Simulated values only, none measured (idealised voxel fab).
This is a process module. Its name is voxel transistor to metal.
Cross-sectional view cut (width: 275 nm; square cell size: 5 nm).
Think of the cross-section as a grid of square cells. We describe it in bands, top to bottom, and each band covers one or more rows of those cells. Per band: top height and bottom height in nm, followed by the left-to-right materials and their widths in nm; "all across" marks a single material spanning edge to edge, "empty" marks empty space. Convention: height 0 is the level below which the wafer, as received, is all one material. The lowest band does not terminate at the bottom but continues downward, represented as "top 0, no bottom". With a width like "30->40", each row of cells in the band differs from the next by the same amount, the top row carrying the first number and the bottom row the second. You'll sometimes find "no alterations made" written for a step, and that's the way of saying that nowhere in the cross-section did a cell change during that step. Sealed internal cavities: empty space of 8 cells or more with no open way to the top, each as width x height at its distance from the left edge, in nm. It should be noted that, on the line of a given step, the content following the step's settings is a remark produced by the simulator itself with respect to that step. The optional step-line setting "overlay nm" applies to steps with a mask and quantifies how far to the right of its planned location the mask lay, a negative value indicating leftward placement. Pairs follow: section before one process step, section after it down to the lowest changed band, step with settings underneath. Pairs may come from different runs of this module on the same starting wafer; continuity with the pair above only as stated in the "before" entry.
**before**
    top 35, bottom 25 = SiO2 all across
    top 25, bottom 15 = SiO2 (50); SiN (5); HfO2 (5); TiN (5); W (15); TiN (5); HfO2 (5); SiN (5); SiO2 (80); SiN (5); HfO2 (5); TiN (5); W (15); TiN (5); HfO2 (5); SiN (5); SiO2 (55)
    top 15, bottom 5 = SiO2 (30); SiGe (20); SiN (5); HfO2 (5); TiN (5); W (15); TiN (5); HfO2 (5); SiN (5); SiGe (20); SiO2 (40); SiGe (20); SiN (5); HfO2 (5); TiN (5); W (15); TiN (5); HfO2 (5); SiN (5); SiGe (20); SiO2 (35)
    top 5, bottom 0 = SiO2 (30); SiGe (20); SiN (5); HfO2 (5); TiN (25); HfO2 (5); SiN (5); SiGe (20); SiO2 (40); SiGe (20); SiN (5); HfO2 (5); TiN (25); HfO2 (5); SiN (5); SiGe (20); SiO2 (35)
    top 0, bottom -5 = SiO2 (15); SiGe (35); SiO2 (5); HfO2 (35); SiO2 (5); SiGe (25); SiO2 (20); SiGe (35); SiO2 (5); HfO2 (35); SiO2 (5); SiGe (25); SiO2 (30)
    top -5, bottom -20 = SiO2 (20); SiGe (30); Si (45); SiGe (20); SiO2 (30); SiGe (30); Si (45); SiGe (20); SiO2 (35)
    top -20, bottom -30 = SiO2 (20); Si (95); SiO2 (30); Si (95); SiO2 (35)
    top -30, no bottom = Si all across
    Sealed internal cavities: none
**Section, Post-Step**
    top 55, bottom 35 = resist (25); empty (20); resist (55); empty (20); resist (30); empty (20); resist (55); empty (20); resist (30)
    Below 35, the layers are the same as they were.
    Sealed internal cavities: none
So what happens between those two cross-sections up there? PATTERN, tone open, mask id CONTACT, material resist, width nm 20, thk nm 20, overlay nm 0
before: The pre-step condition corresponds to the post-step cross-section depicted in the pair directly above.
**Section, Post-Step**
    top 55, bottom 35 = resist (25); empty (20); resist (55); empty (20); resist (30); empty (20); resist (55); empty (20); resist (30)
    top 35, bottom 25 = SiO2 (25); empty (20); SiO2 (55); empty (20); SiO2 (30); empty (20); SiO2 (55); empty (20); SiO2 (30)
    top 25, bottom 15 = SiO2 (25); empty (20); SiO2 (5); SiN (5); HfO2 (5); TiN (5); W (15); TiN (5); HfO2 (5); SiN (5); SiO2 (5); empty (20); SiO2 (30); empty (20); SiO2 (5); SiN (5); HfO2 (5); TiN (5); W (15); TiN (5); HfO2 (5); SiN (5); SiO2 (5); empty (20); SiO2 (30)
    top 15, bottom 5 = SiO2 (25); empty (5); SiGe (20); SiN (5); HfO2 (5); TiN (5); W (15); TiN (5); HfO2 (5); SiN (5); SiGe (20); empty (5); SiO2 (30); empty (5); SiGe (20); SiN (5); HfO2 (5); TiN (5); W (15); TiN (5); HfO2 (5); SiN (5); SiGe (20); empty (5); SiO2 (30)
    top 5, bottom 0 = SiO2 (25); empty (5); SiGe (20); SiN (5); HfO2 (5); TiN (25); HfO2 (5); SiN (5); SiGe (20); empty (5); SiO2 (30); empty (5); SiGe (20); SiN (5); HfO2 (5); TiN (25); HfO2 (5); SiN (5); SiGe (20); empty (5); SiO2 (30)
    Below 0, the layers are the same as they were.
    Sealed internal cavities: none
So what happens between those two cross-sections up there? DIRECTIONAL_ETCH, etch materials SiO2, depth nm 35
before: The pre-step condition corresponds to the post-step cross-section depicted in the pair directly above.
**Section, Post-Step**
    top 35, bottom 25 = SiO2 (25); empty (20); SiO2 (55); empty (20); SiO2 (30); empty (20); SiO2 (55); empty (20); SiO2 (30)
    Below 25, the layers are the same as they were.
    Sealed internal cavities: none
So what happens between those two cross-sections up there? STRIP, etch materials resist
before: The pre-step condition corresponds to the post-step cross-section depicted in the pair directly above.
**Section, Post-Step**
    top 40, bottom 35 = TiN (30); empty (10); TiN (65); empty (10); TiN (40); empty (10); TiN (65); empty (10); TiN (35)
    top 35, bottom 25 = SiO2 (25); TiN (5); empty (10); TiN (5); SiO2 (55); TiN (5); empty (10); TiN (5); SiO2 (30); TiN (5); empty (10); TiN (5); SiO2 (55); TiN (5); empty (10); TiN (5); SiO2 (30)
    top 25, bottom 20 = SiO2 (25); TiN (5); empty (10); TiN (5); SiO2 (5); SiN (5); HfO2 (5); TiN (5); W (15); TiN (5); HfO2 (5); SiN (5); SiO2 (5); TiN (5); empty (10); TiN (5); SiO2 (30); TiN (5); empty (10); TiN (5); SiO2 (5); SiN (5); HfO2 (5); TiN (5); W (15); TiN (5); HfO2 (5); SiN (5); SiO2 (5); TiN (5); empty (10); TiN (5); SiO2 (30)
    top 20, bottom 15 = SiO2 (25); TiN (20); SiO2 (5); SiN (5); HfO2 (5); TiN (5); W (15); TiN (5); HfO2 (5); SiN (5); SiO2 (5); TiN (20); SiO2 (30); TiN (20); SiO2 (5); SiN (5); HfO2 (5); TiN (5); W (15); TiN (5); HfO2 (5); SiN (5); SiO2 (5); TiN (20); SiO2 (30)
    top 15, bottom 5 = SiO2 (25); TiN (5); SiGe (20); SiN (5); HfO2 (5); TiN (5); W (15); TiN (5); HfO2 (5); SiN (5); SiGe (20); TiN (5); SiO2 (30); TiN (5); SiGe (20); SiN (5); HfO2 (5); TiN (5); W (15); TiN (5); HfO2 (5); SiN (5); SiGe (20); TiN (5); SiO2 (30)
    top 5, bottom 0 = SiO2 (25); TiN (5); SiGe (20); SiN (5); HfO2 (5); TiN (25); HfO2 (5); SiN (5); SiGe (20); TiN (5); SiO2 (30); TiN (5); SiGe (20); SiN (5); HfO2 (5); TiN (25); HfO2 (5); SiN (5); SiGe (20); TiN (5); SiO2 (30)
    Below 0, the layers are the same as they were.
    Sealed internal cavities: none
So what happens between those two cross-sections up there? CONFORMAL_DEP, material TiN, thk nm 5
before: The pre-step condition corresponds to the post-step cross-section depicted in the pair directly above.
**Section, Post-Step**
    top 50, bottom 40 = Ru all across
    top 40, bottom 35 = TiN (30); Ru (10); TiN (65); Ru (10); TiN (40); Ru (10); TiN (65); Ru (10); TiN (35)
    top 35, bottom 25 = SiO2 (25); TiN (5); Ru (10); TiN (5); SiO2 (55); TiN (5); Ru (10); TiN (5); SiO2 (30); TiN (5); Ru (10); TiN (5); SiO2 (55); TiN (5); Ru (10); TiN (5); SiO2 (30)
    top 25, bottom 20 = SiO2 (25); TiN (5); Ru (10); TiN (5); SiO2 (5); SiN (5); HfO2 (5); TiN (5); W (15); TiN (5); HfO2 (5); SiN (5); SiO2 (5); TiN (5); Ru (10); TiN (5); SiO2 (30); TiN (5); Ru (10); TiN (5); SiO2 (5); SiN (5); HfO2 (5); TiN (5); W (15); TiN (5); HfO2 (5); SiN (5); SiO2 (5); TiN (5); Ru (10); TiN (5); SiO2 (30)
    Below 20, the layers are the same as they were.
    Sealed internal cavities: none
So what happens between those two cross-sections up there? FILL_DEP, material Ru, thk nm 10
before: The pre-step condition corresponds to the post-step cross-section depicted in the pair directly above.
**Section, Post-Step**
    top 35, bottom 25 = SiO2 (25); TiN (5); Ru (10); TiN (5); SiO2 (55); TiN (5); Ru (10); TiN (5); SiO2 (30); TiN (5); Ru (10); TiN (5); SiO2 (55); TiN (5); Ru (10); TiN (5); SiO2 (30)
    Below 25, the layers are the same as they were.
    Sealed internal cavities: none
So what happens between those two cross-sections up there? CMP, height nm 35
before: The pre-step condition corresponds to the post-step cross-section depicted in the pair directly above.
**Section, Post-Step**
    top 40, bottom 35 = TiN all across
    Below 35, the layers are the same as they were.
    Sealed internal cavities: none
So what happens between those two cross-sections up there? DIRECTIONAL_DEP, material TiN, thk nm 5
before: The pre-step condition corresponds to the post-step cross-section depicted in the pair directly above.
**Section, Post-Step**
    top 65, bottom 40 = Ru all across
    Below 40, the layers are the same as they were.
    Sealed internal cavities: none
So what happens between those two cross-sections up there? DIRECTIONAL_DEP, material Ru, thk nm 25
before: The pre-step condition corresponds to the post-step cross-section depicted in the pair directly above.
**Section, Post-Step**
    top 75, bottom 65 = aC all across
    Below 65, the layers are the same as they were.
    Sealed internal cavities: none
So what happens between those two cross-sections up there? DIRECTIONAL_DEP, material aC, thk nm 10
before: The pre-step condition corresponds to the post-step cross-section depicted in the pair directly above.
**Section, Post-Step**
    top 105, bottom 75 = empty (25); resist (20); empty (55); resist (20); empty (30); resist (20); empty (55); resist (20); empty (30)
    Below 75, the layers are the same as they were.
    Sealed internal cavities: none
So what happens between those two cross-sections up there? PATTERN, tone cover, mask id METAL_1, material resist, width nm 20, thk nm 30, overlay nm 0
before: The pre-step condition corresponds to the post-step cross-section depicted in the pair directly above.
**Section, Post-Step**
    top 95, bottom 75 = empty (25); resist (20); empty (55); resist (20); empty (30); resist (20); empty (55); resist (20); empty (30)
    top 75, bottom 65 = empty (25); aC (20); empty (55); aC (20); empty (30); aC (20); empty (55); aC (20); empty (30)
    Below 65, the layers are the same as they were.
    Sealed internal cavities: none
So what happens between those two cross-sections up there? DIRECTIONAL_ETCH, etch materials aC, depth nm 10
before: The pre-step condition corresponds to the post-step cross-section depicted in the pair directly above.
**Section, Post-Step**
    top 75, bottom 65 = empty (25); aC (20); empty (55); aC (20); empty (30); aC (20); empty (55); aC (20); empty (30)
    Below 65, the layers are the same as they were.
    Sealed internal cavities: none
So what happens between those two cross-sections up there? STRIP, etch materials resist
before: The pre-step condition corresponds to the post-step cross-section depicted in the pair directly above.
**Section, Post-Step**
    top 75, bottom 65 = empty (25); aC (20); empty (55); aC (20); empty (30); aC (20); empty (55); aC (20); empty (30)
    top 65, bottom 40 = empty (25); Ru (20); empty (55); Ru (20); empty (30); Ru (20); empty (55); Ru (20); empty (30)
    Below 40, the layers are the same as they were.
    Sealed internal cavities: none
So what happens between those two cross-sections up there? DIRECTIONAL_ETCH, etch materials Ru, depth nm 25
before: The pre-step condition corresponds to the post-step cross-section depicted in the pair directly above.
**Section, Post-Step**
    top 75, bottom 65 = empty (25); aC (20); empty (55); aC (20); empty (30); aC (20); empty (55); aC (20); empty (30)
    top 65, bottom 40 = empty (25); Ru (20); empty (55); Ru (20); empty (30); Ru (20); empty (55); Ru (20); empty (30)
    top 40, bottom 35 = empty (25); TiN (20); empty (55); TiN (20); empty (30); TiN (20); empty (55); TiN (20); empty (30)
    Below 35, the layers are the same as they were.
    Sealed internal cavities: none
So what happens between those two cross-sections up there? DIRECTIONAL_ETCH, etch materials TiN, depth nm 5
before: The pre-step condition corresponds to the post-step cross-section depicted in the pair directly above.
**Section, Post-Step**
    top 65, bottom 40 = empty (25); Ru (20); empty (55); Ru (20); empty (30); Ru (20); empty (55); Ru (20); empty (30)
    Below 40, the layers are the same as they were.
    Sealed internal cavities: none
So what happens between those two cross-sections up there? STRIP, etch materials aC
before: The pre-step condition corresponds to the post-step cross-section depicted in the pair directly above.
**Section, Post-Step**
    top 70, bottom 65 = empty (20); SiN (30); empty (45); SiN (30); empty (20); SiN (30); empty (45); SiN (30); empty (25)
    top 65, bottom 40 = empty (20); SiN (5); Ru (20); SiN (5); empty (45); SiN (5); Ru (20); SiN (5); empty (20); SiN (5); Ru (20); SiN (5); empty (45); SiN (5); Ru (20); SiN (5); empty (25)
    top 40, bottom 35 = SiN (25); TiN (20); SiN (55); TiN (20); SiN (30); TiN (20); SiN (55); TiN (20); SiN (30)
    Below 35, the layers are the same as they were.
    Sealed internal cavities: none
So what happens between those two cross-sections up there? CONFORMAL_DEP, material SiN, thk nm 5
before: The pre-step condition corresponds to the post-step cross-section depicted in the pair directly above.
**Section, Post-Step**
    top 80, bottom 70 = lowk all across
    top 70, bottom 65 = lowk (20); SiN (30); lowk (45); SiN (30); lowk (20); SiN (30); lowk (45); SiN (30); lowk (25)
    top 65, bottom 40 = lowk (20); SiN (5); Ru (20); SiN (5); lowk (45); SiN (5); Ru (20); SiN (5); lowk (20); SiN (5); Ru (20); SiN (5); lowk (45); SiN (5); Ru (20); SiN (5); lowk (25)
    Below 40, the layers are the same as they were.
    Sealed internal cavities: none
So what happens between those two cross-sections up there? FILL_DEP, material lowk, thk nm 10
before: The pre-step condition corresponds to the post-step cross-section depicted in the pair directly above.
**Section, Post-Step**
    top 65, bottom 40 = lowk (20); SiN (5); Ru (20); SiN (5); lowk (45); SiN (5); Ru (20); SiN (5); lowk (20); SiN (5); Ru (20); SiN (5); lowk (45); SiN (5); Ru (20); SiN (5); lowk (25)
    Below 40, the layers are the same as they were.
    Sealed internal cavities: none
So what happens between those two cross-sections up there? CMP, height nm 65
before: The pre-step condition corresponds to the post-step cross-section depicted in the pair directly above.
**Section, Post-Step**
    top 70, bottom 65 = SiCN all across
    Below 65, the layers are the same as they were.
    Sealed internal cavities: none
So what happens between those two cross-sections up there? CONFORMAL_DEP, material SiCN, thk nm 5
**before**
    top 30, bottom 25 = empty (50); SiN (5); empty (35); SiN (5); empty (80); SiN (5); empty (35); SiN (5); empty (55)
    top 25, bottom 15 = SiO2 (50); SiN (5); empty (35); SiN (5); SiO2 (80); SiN (5); empty (35); SiN (5); SiO2 (55)
    top 15, bottom 0 = SiO2 (30); SiGe (20); SiN (5); empty (35); SiN (5); SiGe (20); SiO2 (40); SiGe (20); SiN (5); empty (35); SiN (5); SiGe (20); SiO2 (35)
    top 0, bottom -5 = SiO2 (20); SiGe (30); SiO2 (5); empty (35); SiO2 (5); SiGe (30); SiO2 (20); SiGe (30); SiO2 (5); empty (35); SiO2 (5); SiGe (30); SiO2 (25)
    top -5, bottom -20 = SiO2 (25); SiGe (25); Si (45); SiGe (25); SiO2 (30); SiGe (25); Si (45); SiGe (25); SiO2 (30)
    top -20, bottom -30 = SiO2 (25); Si (95); SiO2 (30); Si (95); SiO2 (30)
    top -30, no bottom = Si all across
    Sealed internal cavities: none
**Section, Post-Step**
    top 35, bottom 30 = empty (45); W (15); empty (25); W (15); empty (70); W (15); empty (25); W (15); empty (50)
    top 30, bottom 25 = W (50); SiN (5); W (5); empty (25); W (5); SiN (5); W (80); SiN (5); W (5); empty (25); W (5); SiN (5); W (55)
    top 25, bottom 15 = SiO2 (50); SiN (5); W (5); empty (25); W (5); SiN (5); SiO2 (80); SiN (5); W (5); empty (25); W (5); SiN (5); SiO2 (55)
    top 15, bottom 0 = SiO2 (30); SiGe (20); SiN (5); W (5); empty (25); W (5); SiN (5); SiGe (20); SiO2 (40); SiGe (20); SiN (5); W (5); empty (25); W (5); SiN (5); SiGe (20); SiO2 (35)
    top 0, bottom -5 = SiO2 (20); SiGe (30); SiO2 (5); W (35); SiO2 (5); SiGe (30); SiO2 (20); SiGe (30); SiO2 (5); W (35); SiO2 (5); SiGe (30); SiO2 (25)
    Below -5, the layers are the same as they were.
    Sealed internal cavities: none
So what happens between those two cross-sections up there? CONFORMAL_DEP, material W, thk nm 5
before: The pre-step condition corresponds to the post-step cross-section depicted in the pair directly above.
**Section, Post-Step**
    top 40, bottom 35 = empty (40); TiN (25); empty (15); TiN (25); empty (60); TiN (25); empty (15); TiN (25); empty (45)
    top 35, bottom 30 = TiN (45); W (15); TiN (5); empty (15); TiN (5); W (15); TiN (70); W (15); TiN (5); empty (15); TiN (5); W (15); TiN (50)
    top 30, bottom 25 = W (50); SiN (5); W (5); TiN (5); empty (15); TiN (5); W (5); SiN (5); W (80); SiN (5); W (5); TiN (5); empty (15); TiN (5); W (5); SiN (5); W (55)
    top 25, bottom 15 = SiO2 (50); SiN (5); W (5); TiN (5); empty (15); TiN (5); W (5); SiN (5); SiO2 (80); SiN (5); W (5); TiN (5); empty (15); TiN (5); W (5); SiN (5); SiO2 (55)
    top 15, bottom 5 = SiO2 (30); SiGe (20); SiN (5); W (5); TiN (5); empty (15); TiN (5); W (5); SiN (5); SiGe (20); SiO2 (40); SiGe (20); SiN (5); W (5); TiN (5); empty (15); TiN (5); W (5); SiN (5); SiGe (20); SiO2 (35)
    top 5, bottom 0 = SiO2 (30); SiGe (20); SiN (5); W (5); TiN (25); W (5); SiN (5); SiGe (20); SiO2 (40); SiGe (20); SiN (5); W (5); TiN (25); W (5); SiN (5); SiGe (20); SiO2 (35)
    Below 0, the layers are the same as they were.
    Sealed internal cavities: none
So what happens between those two cross-sections up there? CONFORMAL_DEP, material TiN, thk nm 5
before: The pre-step condition corresponds to the post-step cross-section depicted in the pair directly above.
**Section, Post-Step**
    top 45, bottom 40 = W all across
    top 40, bottom 35 = W (40); TiN (25); W (15); TiN (25); W (60); TiN (25); W (15); TiN (25); W (45)
    top 35, bottom 30 = TiN (45); W (15); TiN (5); W (15); TiN (5); W (15); TiN (70); W (15); TiN (5); W (15); TiN (5); W (15); TiN (50)
    top 30, bottom 25 = W (50); SiN (5); W (5); TiN (5); W (15); TiN (5); W (5); SiN (5); W (80); SiN (5); W (5); TiN (5); W (15); TiN (5); W (5); SiN (5); W (55)
    top 25, bottom 15 = SiO2 (50); SiN (5); W (5); TiN (5); W (15); TiN (5); W (5); SiN (5); SiO2 (80); SiN (5); W (5); TiN (5); W (15); TiN (5); W (5); SiN (5); SiO2 (55)
    top 15, bottom 5 = SiO2 (30); SiGe (20); SiN (5); W (5); TiN (5); W (15); TiN (5); W (5); SiN (5); SiGe (20); SiO2 (40); SiGe (20); SiN (5); W (5); TiN (5); W (15); TiN (5); W (5); SiN (5); SiGe (20); SiO2 (35)
    Below 5, the layers are the same as they were.
    Sealed internal cavities: none
So what happens between those two cross-sections up there? FILL_DEP, material W, thk nm 5
before: The pre-step condition corresponds to the post-step cross-section depicted in the pair directly above.
**Section, Post-Step**
    top 25, bottom 15 = SiO2 (50); SiN (5); W (5); TiN (5); W (15); TiN (5); W (5); SiN (5); SiO2 (80); SiN (5); W (5); TiN (5); W (15); TiN (5); W (5); SiN (5); SiO2 (55)
    Below 15, the layers are the same as they were.
    Sealed internal cavities: none
So what happens between those two cross-sections up there? CMP, height nm 25
before: The pre-step condition corresponds to the post-step cross-section depicted in the pair directly above.
**Section, Post-Step**
    top 35, bottom 25 = SiO2 all across
    Below 25, the layers are the same as they were.
    Sealed internal cavities: none
So what happens between those two cross-sections up there? DIRECTIONAL_DEP, material SiO2, thk nm 10
before: The pre-step condition corresponds to the post-step cross-section depicted in the pair directly above.
**Section, Post-Step**
    top 55, bottom 35 = resist (25); empty (20); resist (55); empty (20); resist (30); empty (20); resist (55); empty (20); resist (30)
    Below 35, the layers are the same as they were.
    Sealed internal cavities: none
So what happens between those two cross-sections up there? PATTERN, tone open, mask id CONTACT, material resist, width nm 20, thk nm 20, overlay nm 0
before: The pre-step condition corresponds to the post-step cross-section depicted in the pair directly above.
**Section, Post-Step**
    top 55, bottom 35 = resist (25); empty (20); resist (55); empty (20); resist (30); empty (20); resist (55); empty (20); resist (30)
    top 35, bottom 25 = SiO2 (25); empty (20); SiO2 (55); empty (20); SiO2 (30); empty (20); SiO2 (55); empty (20); SiO2 (30)
    top 25, bottom 15 = SiO2 (25); empty (20); SiO2 (5); SiN (5); W (5); TiN (5); W (15); TiN (5); W (5); SiN (5); SiO2 (5); empty (20); SiO2 (30); empty (20); SiO2 (5); SiN (5); W (5); TiN (5); W (15); TiN (5); W (5); SiN (5); SiO2 (5); empty (20); SiO2 (30)
    top 15, bottom 5 = SiO2 (25); empty (5); SiGe (20); SiN (5); W (5); TiN (5); W (15); TiN (5); W (5); SiN (5); SiGe (20); empty (5); SiO2 (30); empty (5); SiGe (20); SiN (5); W (5); TiN (5); W (15); TiN (5); W (5); SiN (5); SiGe (20); empty (5); SiO2 (30)
    top 5, bottom 0 = SiO2 (25); empty (5); SiGe (20); SiN (5); W (5); TiN (25); W (5); SiN (5); SiGe (20); empty (5); SiO2 (30); empty (5); SiGe (20); SiN (5); W (5); TiN (25); W (5); SiN (5); SiGe (20); empty (5); SiO2 (30)
    Below 0, the layers are the same as they were.
    Sealed internal cavities: none
So what happens between those two cross-sections up there? DIRECTIONAL_ETCH, etch materials SiO2, depth nm 35
before: The pre-step condition corresponds to the post-step cross-section depicted in the pair directly above.
**Section, Post-Step**
    top 35, bottom 25 = SiO2 (25); empty (20); SiO2 (55); empty (20); SiO2 (30); empty (20); SiO2 (55); empty (20); SiO2 (30)
    Below 25, the layers are the same as they were.
    Sealed internal cavities: none
So what happens between those two cross-sections up there? STRIP, etch materials resist
before: The pre-step condition corresponds to the post-step cross-section depicted in the pair directly above.
**Section, Post-Step**
    top 40, bottom 35 = TiN (30); empty (10); TiN (65); empty (10); TiN (40); empty (10); TiN (65); empty (10); TiN (35)
    top 35, bottom 25 = SiO2 (25); TiN (5); empty (10); TiN (5); SiO2 (55); TiN (5); empty (10); TiN (5); SiO2 (30); TiN (5); empty (10); TiN (5); SiO2 (55); TiN (5); empty (10); TiN (5); SiO2 (30)
    top 25, bottom 20 = SiO2 (25); TiN (5); empty (10); TiN (5); SiO2 (5); SiN (5); W (5); TiN (5); W (15); TiN (5); W (5); SiN (5); SiO2 (5); TiN (5); empty (10); TiN (5); SiO2 (30); TiN (5); empty (10); TiN (5); SiO2 (5); SiN (5); W (5); TiN (5); W (15); TiN (5); W (5); SiN (5); SiO2 (5); TiN (5); empty (10); TiN (5); SiO2 (30)
    top 20, bottom 15 = SiO2 (25); TiN (20); SiO2 (5); SiN (5); W (5); TiN (5); W (15); TiN (5); W (5); SiN (5); SiO2 (5); TiN (20); SiO2 (30); TiN (20); SiO2 (5); SiN (5); W (5); TiN (5); W (15); TiN (5); W (5); SiN (5); SiO2 (5); TiN (20); SiO2 (30)
    top 15, bottom 5 = SiO2 (25); TiN (5); SiGe (20); SiN (5); W (5); TiN (5); W (15); TiN (5); W (5); SiN (5); SiGe (20); TiN (5); SiO2 (30); TiN (5); SiGe (20); SiN (5); W (5); TiN (5); W (15); TiN (5); W (5); SiN (5); SiGe (20); TiN (5); SiO2 (30)
    top 5, bottom 0 = SiO2 (25); TiN (5); SiGe (20); SiN (5); W (5); TiN (25); W (5); SiN (5); SiGe (20); TiN (5); SiO2 (30); TiN (5); SiGe (20); SiN (5); W (5); TiN (25); W (5); SiN (5); SiGe (20); TiN (5); SiO2 (30)
    Below 0, the layers are the same as they were.
    Sealed internal cavities: none
So what happens between those two cross-sections up there? CONFORMAL_DEP, material TiN, thk nm 5
before: The pre-step condition corresponds to the post-step cross-section depicted in the pair directly above.
**Section, Post-Step**
    top 50, bottom 40 = Ru all across
    top 40, bottom 35 = TiN (30); Ru (10); TiN (65); Ru (10); TiN (40); Ru (10); TiN (65); Ru (10); TiN (35)
    top 35, bottom 25 = SiO2 (25); TiN (5); Ru (10); TiN (5); SiO2 (55); TiN (5); Ru (10); TiN (5); SiO2 (30); TiN (5); Ru (10); TiN (5); SiO2 (55); TiN (5); Ru (10); TiN (5); SiO2 (30)
    top 25, bottom 20 = SiO2 (25); TiN (5); Ru (10); TiN (5); SiO2 (5); SiN (5); W (5); TiN (5); W (15); TiN (5); W (5); SiN (5); SiO2 (5); TiN (5); Ru (10); TiN (5); SiO2 (30); TiN (5); Ru (10); TiN (5); SiO2 (5); SiN (5); W (5); TiN (5); W (15); TiN (5); W (5); SiN (5); SiO2 (5); TiN (5); Ru (10); TiN (5); SiO2 (30)
    Below 20, the layers are the same as they were.
    Sealed internal cavities: none
So what happens between those two cross-sections up there? FILL_DEP, material Ru, thk nm 10
before: The pre-step condition corresponds to the post-step cross-section depicted in the pair directly above.
**Section, Post-Step**
    top 35, bottom 25 = SiO2 (25); TiN (5); Ru (10); TiN (5); SiO2 (55); TiN (5); Ru (10); TiN (5); SiO2 (30); TiN (5); Ru (10); TiN (5); SiO2 (55); TiN (5); Ru (10); TiN (5); SiO2 (30)
    Below 25, the layers are the same as they were.
    Sealed internal cavities: none
So what happens between those two cross-sections up there? CMP, height nm 35
before: The pre-step condition corresponds to the post-step cross-section depicted in the pair directly above.
**Section, Post-Step**
    top 40, bottom 35 = TiN all across
    Below 35, the layers are the same as they were.
    Sealed internal cavities: none
So what happens between those two cross-sections up there? DIRECTIONAL_DEP, material TiN, thk nm 5
before: The pre-step condition corresponds to the post-step cross-section depicted in the pair directly above.
**Section, Post-Step**
    top 65, bottom 40 = Ru all across
    Below 40, the layers are the same as they were.
    Sealed internal cavities: none
So what happens between those two cross-sections up there? DIRECTIONAL_DEP, material Ru, thk nm 25
before: The pre-step condition corresponds to the post-step cross-section depicted in the pair directly above.
**Section, Post-Step**
    top 75, bottom 65 = aC all across
    Below 65, the layers are the same as they were.
    Sealed internal cavities: none
So what happens between those two cross-sections up there? DIRECTIONAL_DEP, material aC, thk nm 10
before: The pre-step condition corresponds to the post-step cross-section depicted in the pair directly above.
**Section, Post-Step**
    top 105, bottom 75 = empty (25); resist (20); empty (55); resist (20); empty (30); resist (20); empty (55); resist (20); empty (30)
    Below 75, the layers are the same as they were.
    Sealed internal cavities: none
So what happens between those two cross-sections up there? PATTERN, tone cover, mask id METAL_1, material resist, width nm 20, thk nm 30, overlay nm 0
before: The pre-step condition corresponds to the post-step cross-section depicted in the pair directly above.
**Section, Post-Step**
    top 95, bottom 75 = empty (25); resist (20); empty (55); resist (20); empty (30); resist (20); empty (55); resist (20); empty (30)
    top 75, bottom 65 = empty (25); aC (20); empty (55); aC (20); empty (30); aC (20); empty (55); aC (20); empty (30)
    Below 65, the layers are the same as they were.
    Sealed internal cavities: none
So what happens between those two cross-sections up there? DIRECTIONAL_ETCH, etch materials aC, depth nm 10
before: The pre-step condition corresponds to the post-step cross-section depicted in the pair directly above.
**Section, Post-Step**
    top 75, bottom 65 = empty (25); aC (20); empty (55); aC (20); empty (30); aC (20); empty (55); aC (20); empty (30)
    Below 65, the layers are the same as they were.
    Sealed internal cavities: none
So what happens between those two cross-sections up there? STRIP, etch materials resist
before: The pre-step condition corresponds to the post-step cross-section depicted in the pair directly above.
**Section, Post-Step**
    top 75, bottom 65 = empty (25); aC (20); empty (55); aC (20); empty (30); aC (20); empty (55); aC (20); empty (30)
    top 65, bottom 40 = empty (25); Ru (20); empty (55); Ru (20); empty (30); Ru (20); empty (55); Ru (20); empty (30)
    Below 40, the layers are the same as they were.
    Sealed internal cavities: none
So what happens between those two cross-sections up there? DIRECTIONAL_ETCH, etch materials Ru, depth nm 25
before: The pre-step condition corresponds to the post-step cross-section depicted in the pair directly above.
**Section, Post-Step**
    top 75, bottom 65 = empty (25); aC (20); empty (55); aC (20); empty (30); aC (20); empty (55); aC (20); empty (30)
    top 65, bottom 40 = empty (25); Ru (20); empty (55); Ru (20); empty (30); Ru (20); empty (55); Ru (20); empty (30)
    top 40, bottom 35 = empty (25); TiN (20); empty (55); TiN (20); empty (30); TiN (20); empty (55); TiN (20); empty (30)
    Below 35, the layers are the same as they were.
    Sealed internal cavities: none
So what happens between those two cross-sections up there? DIRECTIONAL_ETCH, etch materials TiN, depth nm 5
before: The pre-step condition corresponds to the post-step cross-section depicted in the pair directly above.
**Section, Post-Step**
    top 65, bottom 40 = empty (25); Ru (20); empty (55); Ru (20); empty (30); Ru (20); empty (55); Ru (20); empty (30)
    Below 40, the layers are the same as they were.
    Sealed internal cavities: none
So what happens between those two cross-sections up there? STRIP, etch materials aC
before: The pre-step condition corresponds to the post-step cross-section depicted in the pair directly above.
**Section, Post-Step**
    top 70, bottom 65 = empty (20); SiN (30); empty (45); SiN (30); empty (20); SiN (30); empty (45); SiN (30); empty (25)
    top 65, bottom 40 = empty (20); SiN (5); Ru (20); SiN (5); empty (45); SiN (5); Ru (20); SiN (5); empty (20); SiN (5); Ru (20); SiN (5); empty (45); SiN (5); Ru (20); SiN (5); empty (25)
    top 40, bottom 35 = SiN (25); TiN (20); SiN (55); TiN (20); SiN (30); TiN (20); SiN (55); TiN (20); SiN (30)
    Below 35, the layers are the same as they were.
    Sealed internal cavities: none
So what happens between those two cross-sections up there? CONFORMAL_DEP, material SiN, thk nm 5
before: The pre-step condition corresponds to the post-step cross-section depicted in the pair directly above.
**Section, Post-Step**
    top 80, bottom 70 = lowk all across
    top 70, bottom 65 = lowk (20); SiN (30); lowk (45); SiN (30); lowk (20); SiN (30); lowk (45); SiN (30); lowk (25)
    top 65, bottom 40 = lowk (20); SiN (5); Ru (20); SiN (5); lowk (45); SiN (5); Ru (20); SiN (5); lowk (20); SiN (5); Ru (20); SiN (5); lowk (45); SiN (5); Ru (20); SiN (5); lowk (25)
    Below 40, the layers are the same as they were.
    Sealed internal cavities: none
So what happens between those two cross-sections up there? FILL_DEP, material lowk, thk nm 10
before: The pre-step condition corresponds to the post-step cross-section depicted in the pair directly above.
**Section, Post-Step**
    top 65, bottom 40 = lowk (20); SiN (5); Ru (20); SiN (5); lowk (45); SiN (5); Ru (20); SiN (5); lowk (20); SiN (5); Ru (20); SiN (5); lowk (45); SiN (5); Ru (20); SiN (5); lowk (25)
    Below 40, the layers are the same as they were.
    Sealed internal cavities: none
So what happens between those two cross-sections up there? CMP, height nm 65
before: The pre-step condition corresponds to the post-step cross-section depicted in the pair directly above.
**Section, Post-Step**
    top 70, bottom 65 = SiCN all across
    Below 65, the layers are the same as they were.
    Sealed internal cavities: none
So what happens between those two cross-sections up there? CONFORMAL_DEP, material SiCN, thk nm 5
